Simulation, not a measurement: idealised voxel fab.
The process module that follows is named voxel tone inversion.
Displayed cross-section: cut, width of 210 nm, square cells sized 5 nm.
Reading order for cross-sections: top band down to bottom band. Underlying form: a grid of square cells. Band size: one or more rows of cells. It is stipulated that each band's entry specify, in nanometres, the height of the top of the band and then that of its bottom, followed by the materials of the band in left-to-right sequence, each together with its width in nanometres. A single material marked by the word "edge to edge" is understood to fill the band from edge to edge; the word "blank" is understood to denote empty space. Heights are expressed relative to 0, this being the level below which the as-received wafer comprises one material exclusively. The lowest band is unbounded in the downward direction and is denoted as in "from 0 down". Width "30 to 40": first value at the band's top row of cells, second value at its bottom row, equal change from row to row. Given "no alteration" for a step, no cell of the cross-section differs between before and after that step. Each empty space that has no open way to the top and spans at least 8 cells appears under "Sealed internal voids" as width x height at distance, the distance counted from the left edge, all in nm. Whatever follows a step's settings on its line is a remark the simulator itself makes about that step. The line of a step may include "overlay nm". On a step with a mask, this value is how far to the right of its planned place the mask lay. A negative value means the mask lay to the left.
# List of planned process steps
1: RECEIVE [material Si]
2: CONFORMAL_DEP [material SiN] [thk nm 10]
3: DIRECTIONAL_DEP [material aC] [thk nm 25]
4: PATTERN [tone cover] [mask id POSTS] [material resist] [width nm 15] [pitch nm 45] [thk nm 30] [overlay nm 0]
5: DIRECTIONAL_ETCH [etch materials aC] [depth nm 25]
6: STRIP [etch materials resist]
7: FILL_DEP [material lowk] [thk nm 5]
8: CMP [height nm 35]
9: STRIP [etch materials aC]
# So this is the incoming wafer in cross-section - it's already been through step 1
* from 0 down = Si edge to edge
* Sealed internal voids: none
# Look at the cross-section after the module: the wafer started out the way shown above and the plan was the one shown above, yet one mistake was made along the way
* from 35 to 10 = 75 of blank | 15 of lowk | 30 of blank | 15 of lowk | 75 of blank
* from 10 to 0 = SiN edge to edge
* from 0 down = Si edge to edge
* Sealed internal voids: none
Which mistake was made when the wafer was run? step 4 was not run as planned; what actually ran was PATTERN [tone open] [mask id POSTS] [material resist] [width nm 15] [pitch nm 45] [thk nm 30] [overlay nm 0]
